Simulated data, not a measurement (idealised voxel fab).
process module | voxel transistor to metal
cross-section cut | 210 nm wide | cells 5 nm
A cross-section is a grid of square cells, given in bands from the top down. A band is one or more rows of cells.
Each band's line starts with the height of the band's top and of its bottom, in nm. Then come its materials from left to right, each with its width in nm. One material with "throughout" fills the band from edge to edge. "air" is empty space.
Height 0 is the level under which the wafer as received is all one material. The lowest band goes on downwards, as in "0 down".
A width such as "30 to 40" changes by the same amount from each row of cells to the next, from the band's top row to its bottom row.
"no change" after a step means that no cell of the cross-section changed.
closed voids: empty space of 8 cells or more with no open way to the top, each as width x height at its distance from the left edge, in nm
after a step's settings: what the simulator itself notes on the step
overlay nm, on a step with a mask: how far to the right of its planned place the mask lay; to the left if negative
plan
1 op RECEIVE | material Si
2 op OXIDIZE | depth nm 5
3 op CONFORMAL_DEP | material SiN | thk nm 15
4 op MASKED_ETCH | tone cover | mask id ACTIVE | width nm 115 | etch materials SiN | depth nm 15 | overlay nm 0
5 op MASKED_ETCH | tone cover | mask id ACTIVE | width nm 115 | etch materials SiO2 | depth nm 5 | overlay nm 0
6 op MASKED_ETCH | tone cover | mask id ACTIVE | width nm 115 | etch materials Si | depth nm 25 | overlay nm 0
7 op OXIDIZE | depth nm 5
8 op FILL_DEP | material SiO2 | thk nm 15
9 op CMP | height nm 15
10 op SELECTIVE_ETCH | etch materials SiO2 | depth nm 10
11 op STRIP | etch materials SiN
12 op SELECTIVE_ETCH | etch materials SiO2 | depth nm 5
13 op OXIDIZE | depth nm 5
14 op DIRECTIONAL_DEP | material polySi | thk nm 25
15 op DIRECTIONAL_DEP | material SiCN | thk nm 10
16 op DIRECTIONAL_DEP | material aC | thk nm 10
17 op PATTERN | tone cover | mask id GATE | material resist | width nm 15 | thk nm 25 | overlay nm 0
18 op DIRECTIONAL_ETCH | etch materials aC | depth nm 10
19 op STRIP | etch materials resist
20 op DIRECTIONAL_ETCH | etch materials SiCN | depth nm 20
21 op DIRECTIONAL_ETCH | etch materials polySi | depth nm 35
22 op STRIP | etch materials aC
23 op CONFORMAL_DEP | material SiN | thk nm 10
24 op DIRECTIONAL_ETCH | etch materials SiN | depth nm 10
25 op DIRECTIONAL_ETCH | etch materials SiO2 | depth nm 5
26 op DIRECTIONAL_ETCH | etch materials Si | depth nm 10
27 op EPI | material nSi | thk nm 15
28 op FILL_DEP | material SiO2 | thk nm 5
29 op CMP | height nm 30
30 op DIRECTIONAL_DEP | material SiO2 | thk nm 15
31 op DIRECTIONAL_DEP | material aC | thk nm 10
32 op PATTERN | tone open | mask id CONTACT | material resist | width nm 20 | pitch nm 75 | thk nm 30 | overlay nm 0
33 op DIRECTIONAL_ETCH | etch materials aC | depth nm 10
34 op STRIP | etch materials resist
35 op DIRECTIONAL_ETCH | etch materials SiO2 | depth nm 50
36 op STRIP | etch materials aC
37 op CONFORMAL_DEP | material TiN | thk nm 5
38 op FILL_DEP | material W | thk nm 5
39 op CMP | height nm 45
40 op CONFORMAL_DEP | material SiCN | thk nm 5
41 op DIRECTIONAL_DEP | material lowk | thk nm 25
42 op PATTERN | tone open | mask id METAL_1 | material resist | width nm 20 | pitch nm 75 | thk nm 15 | overlay nm 0
43 op DIRECTIONAL_ETCH | etch materials lowk | depth nm 25
44 op DIRECTIONAL_ETCH | etch materials SiCN | depth nm 5
45 op STRIP | etch materials resist
46 op CONFORMAL_DEP | material TiN | thk nm 5
47 op FILL_DEP | material Ru | thk nm 10
48 op CMP | height nm 75
49 op CONFORMAL_DEP | material SiN | thk nm 5
as received, after step 1
  0 down: Si throughout
  closed voids: none
first wafer at the end, as planned
  80 to 75: SiN throughout
  75 to 50: lowk 55 | TiN 5 | Ru 10 | TiN 5 | lowk 55 | TiN 5 | Ru 10 | TiN 5 | lowk 60
  50 to 45: SiCN 55 | TiN 20 | SiCN 55 | TiN 20 | SiCN 60
  45 to 30: SiO2 55 | TiN 5 | W 10 | TiN 5 | SiO2 55 | TiN 5 | W 10 | TiN 5 | SiO2 60
  30 to 20: SiO2 55 | TiN 5 | W 10 | TiN 5 | SiO2 10 | SiN 10 | SiCN 15 | SiN 10 | SiO2 10 | TiN 5 | W 10 | TiN 5 | SiO2 60
  20 to 10: SiO2 55 | TiN 5 | W 10 | TiN 5 | SiO2 10 | SiN 10 | polySi 15 | SiN 10 | SiO2 10 | TiN 5 | W 10 | TiN 5 | SiO2 60
  10 to 5: SiO2 55 | TiN 5 | W 5 | TiN 10 | SiO2 10 | SiN 10 | polySi 15 | SiN 10 | SiO2 10 | TiN 10 | W 5 | TiN 5 | SiO2 60
  5 to 0: SiO2 55 | TiN 5 | W 5 | TiN 5 | nSi 15 | SiN 10 | polySi 15 | SiN 10 | nSi 15 | TiN 5 | W 5 | TiN 5 | SiO2 60
  0 to -5: SiO2 40 | SiN 10 | SiO2 5 | TiN 15 | nSi 15 | SiN 10 | polySi 15 | SiN 10 | nSi 15 | TiN 15 | SiO2 5 | SiN 10 | SiO2 45
  -5 to -10: SiO2 50 | nSi 35 | SiO2 35 | nSi 35 | SiO2 55
  -10 to -20: SiO2 50 | nSi 35 | Si 35 | nSi 35 | SiO2 55
  -20 to -35: SiO2 50 | Si 105 | SiO2 55
  -35 down: Si throughout
  closed voids: none
second wafer at the end: like start, like plan, one mistake
  80 to 75: SiN throughout
  75 to 50: lowk 55 | TiN 5 | Ru 10 | TiN 5 | lowk 55 | TiN 5 | Ru 10 | TiN 5 | lowk 60
  50 to 45: SiCN 55 | TiN 20 | SiCN 55 | TiN 20 | SiCN 60
  45 to 35: SiO2 55 | TiN 5 | W 10 | TiN 5 | SiO2 55 | TiN 5 | W 10 | TiN 5 | SiO2 60
  35 to 30: SiO2 55 | TiN 20 | SiO2 55 | TiN 20 | SiO2 60
  30 to 25: SiCN 95 | SiN 15 | SiCN 100
  25 to 20: polySi 40 | SiCN 55 | SiN 15 | SiCN 55 | polySi 45
  20 to 0: polySi 95 | SiN 15 | polySi 100
  0 to -5: SiO2 40 | polySi 55 | SiN 15 | polySi 55 | SiO2 45
  -5 to -10: SiO2 throughout
  -10 to -35: SiO2 50 | Si 105 | SiO2 55
  -35 down: Si throughout
  closed voids: none
what went wrong: step 17 ran as: op PATTERN | tone open | mask id GATE | material resist | width nm 15 | thk nm 25 | overlay nm 0
at the end the second wafer has, in cells: 28 more of Si | 55 more of SiCN | 11 fewer of SiN | 146 fewer of SiO2 | 28 fewer of TiN | 24 fewer of W | 54 fewer of nSi | 180 more of polySi
